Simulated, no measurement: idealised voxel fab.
The following process module bears the name voxel transistor to metal.
Cross-section cut: width 200 nm, square cells of 5 nm.
Each cross-section below is a grid of square cells, stated as bands in top-down order, with one or more rows of cells making up each band.
What a band's entry tells you: where the top is and where the bottom is, as heights in nm, and after that what lies inside, material by material from left to right, each with its width in nm. Empty space is written as the word "empty", and a single material marked with the word "edge to edge" occupies the band from edge to edge.
Height datum 0, below which the as-received substrate wafer is one material. Lowest band open at the bottom, running downward: "0 nm and below".
Note: "30..40" means the width goes from the first number (top row of the band) to the second number (bottom row) in equal steps per row of cells.
"remains unaltered", as given for a step, is the statement that not any cell of the cross-section underwent a change during that step.
The label "Voids, sealed" introduces a list of the empty spaces, 8 cells or larger, that have no open way up to the top; each entry in it reads width x height at distance, where the distance is taken from the left edge and all three are stated in nm.
Where a step's line continues beyond its settings, the continuation is a remark by the simulator itself on that step.
Steps that use a mask can have "overlay nm" on their line. It says how far the mask sat to the right of where it was meant to be. Negative means to the left.

Process steps (planned)
1) RECEIVE (material Si)
2) CONFORMAL_DEP (material SiO2; thk nm 5)
3) CONFORMAL_DEP (material SiN; thk nm 15)
4) PATTERN (tone cover; mask id ACTIVE; material resist; width nm 100; thk nm 15; overlay nm 0)
5) DIRECTIONAL_ETCH (etch materials SiN; depth nm 15)
6) DIRECTIONAL_ETCH (etch materials SiO2; depth nm 5)
7) DIRECTIONAL_ETCH (etch materials Si; depth nm 35)
8) STRIP (etch materials resist)
9) FILL_DEP (material SiO2; thk nm 15)
10) CMP (height nm 20)
11) SELECTIVE_ETCH (etch materials SiO2; depth nm 5)
12) STRIP (etch materials SiN)
13) SELECTIVE_ETCH (etch materials SiO2; depth nm 5)
14) OXIDIZE (depth nm 5)
15) DIRECTIONAL_DEP (material polySi; thk nm 30)
16) DIRECTIONAL_DEP (material SiCN; thk nm 10)
17) PATTERN (tone cover; mask id GATE; material resist; width nm 20; thk nm 15; overlay nm 0)
18) DIRECTIONAL_ETCH (etch materials SiCN; depth nm 20)
19) DIRECTIONAL_ETCH (etch materials polySi; depth nm 40)
20) STRIP (etch materials resist)
21) CONFORMAL_DEP (material SiO2; thk nm 5)
22) DIRECTIONAL_ETCH (etch materials SiO2; depth nm 5)
23) CONFORMAL_DEP (material SiN; thk nm 5)
24) DIRECTIONAL_ETCH (etch materials SiN; depth nm 5)
25) DIRECTIONAL_ETCH (etch materials SiO2; depth nm 5)
26) DIRECTIONAL_ETCH (etch materials Si; depth nm 15)
27) EPI (material SiGe; thk nm 15)
28) FILL_DEP (material SiO2; thk nm 5)
29) CMP (height nm 40)
30) DIRECTIONAL_DEP (material SiO2; thk nm 15)
31) MASKED_ETCH (tone open; mask id CONTACT; width nm 15; pitch nm 70; etch materials SiO2; depth nm 45; overlay nm 0)
32) CONFORMAL_DEP (material TiN; thk nm 5)
33) FILL_DEP (material W; thk nm 10)
34) CMP (height nm 55)
35) DIRECTIONAL_DEP (material TiN; thk nm 5)
36) DIRECTIONAL_DEP (material Ru; thk nm 20)
37) DIRECTIONAL_DEP (material aC; thk nm 15)
38) PATTERN (tone cover; mask id METAL_1; material resist; width nm 20; pitch nm 70; thk nm 30; overlay nm 0)
39) DIRECTIONAL_ETCH (etch materials aC; depth nm 15)
40) STRIP (etch materials resist)
41) DIRECTIONAL_ETCH (etch materials Ru; depth nm 20)
42) DIRECTIONAL_ETCH (etch materials TiN; depth nm 5)
43) STRIP (etch materials aC)
44) FILL_DEP (material lowk; thk nm 10)
45) CMP (height nm 80)
46) CONFORMAL_DEP (material SiCN; thk nm 5)
47) DIRECTIONAL_DEP (material SiO2; thk nm 30)
48) PATTERN (tone open; mask id METAL_2_HOLES; material resist; width nm 15; pitch nm 70; thk nm 20; overlay nm 0)
49) DIRECTIONAL_ETCH (etch materials SiO2; depth nm 30)
50) STRIP (etch materials resist)
51) DIRECTIONAL_DEP (material aC; thk nm 15)
52) PATTERN (tone open; mask id METAL_2; material resist; width nm 20; pitch nm 70; thk nm 30; overlay nm 0)
53) DIRECTIONAL_ETCH (etch materials aC; depth nm 15)
54) STRIP (etch materials resist)
55) DIRECTIONAL_ETCH (etch materials SiO2; depth nm 15)
56) DIRECTIONAL_ETCH (etch materials SiCN; depth nm 5)
57) STRIP (etch materials aC)
58) CONFORMAL_DEP (material TiN; thk nm 5)
59) FILL_DEP (material Cu; thk nm 10)
60) CMP (height nm 115)
61) CONFORMAL_DEP (material SiN; thk nm 5)
The value of width nm given for step 31 in the plan refers to the first wafer; the wafers vary in this setting and are alike at the start.

So this is the first of several wafers, cross-sectioned as it came to us, meaning it's at the end of step 1
> 0 nm and below  Si edge to edge
> Voids, sealed: none

End of module, by wafer: material-by-material cell gain (+) or loss (-) since receipt, then closed voids
width nm 15; +16 Cu; +32 Ru; -190 Si; +42 SiCN; +60 SiGe; +60 SiN; +662 SiO2; +78 TiN; +16 W; +160 lowk; +24 polySi; Voids, sealed: none
width nm 20; +16 Cu; +32 Ru; -190 Si; +42 SiCN; +60 SiGe; +60 SiN; +644 SiO2; +80 TiN; +32 W; +160 lowk; +24 polySi; Voids, sealed: none
width nm 25; +16 Cu; +32 Ru; -190 Si; +42 SiCN; +60 SiGe; +60 SiN; +626 SiO2; +82 TiN; +48 W; +160 lowk; +24 polySi; Voids, sealed: none
width nm 30; +16 Cu; +32 Ru; -190 Si; +42 SiCN; +60 SiGe; +60 SiN; +608 SiO2; +84 TiN; +64 W; +160 lowk; +24 polySi; Voids, sealed: none
width nm 35; +16 Cu; +32 Ru; -190 Si; +42 SiCN; +60 SiGe; +60 SiN; +596 SiO2; +86 TiN; +74 W; +160 lowk; +24 polySi; Voids, sealed: none
